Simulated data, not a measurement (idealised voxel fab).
Process module heading - voxel self aligned vias
210 nm wide, 5 nm square cells: that's cross-section cut.
This document writes a cross-section as a grid whose cells are square, and gives it as bands, listed from the top down; one or more rows of cells form a band. This entry defines a band. It first specifies the height of the band's top and the height of its bottom in nm, and then specifies the band's materials from left to right, stating each material with its width in nm. The word "everywhere" identifies a single material that fills the band from edge to edge, while the word "air" identifies empty space. All heights in this document are referenced to 0, defined as the level beneath which the wafer, as received, consists entirely of one material. The lowest band is not bounded below; it extends indefinitely downward and is written in the form "0 -> down". Width: "30 to 40" (first number = top row, second number = bottom row, same change from row to row of cells). Reading "nothing got changed" for a step: not a cell of the cross-section changed in it. The label "Closed void roster" introduces a list of the empty spaces, 8 cells or larger, that have no open way up to the top; each entry in it reads width x height at distance, where the distance is taken from the left edge and all three are stated in nm. On a step's line, text after the settings is the simulator commenting on that step. Each step line may optionally specify "overlay nm", which for a step with a mask gives the rightward distance between the mask's planned place and where it lay, a negative value indicating the leftward direction.
**Process steps - plan**
1,RECEIVE, material Si
2,CONFORMAL_DEP, material SiO2, thk nm 10
3,CONFORMAL_DEP, material SiCN, thk nm 5
4,DIRECTIONAL_DEP, material lowk, thk nm 25
5,MASKED_ETCH, tone open, mask id LINES, width nm 30, pitch nm 60, etch materials lowk, depth nm 25, overlay nm 0
6,CONFORMAL_DEP, material TiN, thk nm 5
7,FILL_DEP, material W, thk nm 10
8,CMP, height nm 40
9,SELECTIVE_ETCH, etch materials W Ru TiN, depth nm 10
10,FILL_DEP, material SiN, thk nm 10
11,CMP, height nm 40
12,DIRECTIONAL_DEP, material lowk, thk nm 20
13,MASKED_ETCH, tone open, mask id VIAS, width nm 40, pitch nm 60, etch materials lowk, depth nm 20, overlay nm 0
14,MASKED_ETCH, tone open, mask id VIAS, width nm 40, pitch nm 60, etch materials SiN, depth nm 10, overlay nm 0
15,CONFORMAL_DEP, material TiN, thk nm 5
16,FILL_DEP, material Ru, thk nm 5
17,CMP, height nm 60
18,CONFORMAL_DEP, material SiN, thk nm 5
**As-received wafer cross-section (after step 1)**
	0 -> down  Si everywhere
	Closed void roster: none
**Wafer cross-section at module end: first of two, run to plan**
	65 -> 60  SiN everywhere
	60 -> 45  25 lowk | 5 TiN | 30 Ru | 5 TiN | 20 lowk | 5 TiN | 30 Ru | 5 TiN | 20 lowk | 5 TiN | 30 Ru | 5 TiN | 25 lowk
	45 -> 35  25 to 30 lowk | 10 to 5 TiN | 20 Ru | 10 to 5 TiN | 20 to 30 lowk | 10 to 5 TiN | 20 Ru | 10 to 5 TiN | 20 to 30 lowk | 10 to 5 TiN | 20 Ru | 10 to 5 TiN | 25 to 30 lowk
	35 -> 30  30 lowk | 30 TiN | 30 lowk | 30 TiN | 30 lowk | 30 TiN | 30 lowk
	30 -> 20  30 lowk | 5 TiN | 20 W | 5 TiN | 30 lowk | 5 TiN | 20 W | 5 TiN | 30 lowk | 5 TiN | 20 W | 5 TiN | 30 lowk
	20 -> 15  30 lowk | 30 TiN | 30 lowk | 30 TiN | 30 lowk | 30 TiN | 30 lowk
	15 -> 10  SiCN everywhere
	10 -> 0  SiO2 everywhere
	0 -> down  Si everywhere
	Closed void roster: none
**Cross-section of the latter of the two wafers at module completion. It had an identical start and an identical plan to the former; in running it, one mistake was made**
	65 -> 60  SiN everywhere
	60 -> 45  20 Ru | 5 TiN | 40 lowk | 5 TiN | 10 Ru | 5 TiN | 40 lowk | 5 TiN | 10 Ru | 5 TiN | 40 lowk | 5 TiN | 20 Ru
	45 -> 40  25 TiN | 40 lowk | 20 TiN | 40 lowk | 20 TiN | 40 lowk | 25 TiN
	40 -> 30  30 lowk | 30 SiN | 30 lowk | 30 SiN | 30 lowk | 30 SiN | 30 lowk
	30 -> 20  30 lowk | 5 TiN | 20 W | 5 TiN | 30 lowk | 5 TiN | 20 W | 5 TiN | 30 lowk | 5 TiN | 20 W | 5 TiN | 30 lowk
	20 -> 15  30 lowk | 30 TiN | 30 lowk | 30 TiN | 30 lowk | 30 TiN | 30 lowk
	15 -> 10  SiCN everywhere
	10 -> 0  SiO2 everywhere
	0 -> down  Si everywhere
	Closed void roster: none
Misprocessing identified: step 13 ran differently from the plan; actual operation with settings: MASKED_ETCH, tone cover, mask id VIAS, width nm 40, pitch nm 60, etch materials lowk, depth nm 20, overlay nm 0
at the end the second wafer has, in cells: -42 Ru, +36 SiN, -18 TiN, +24 lowk
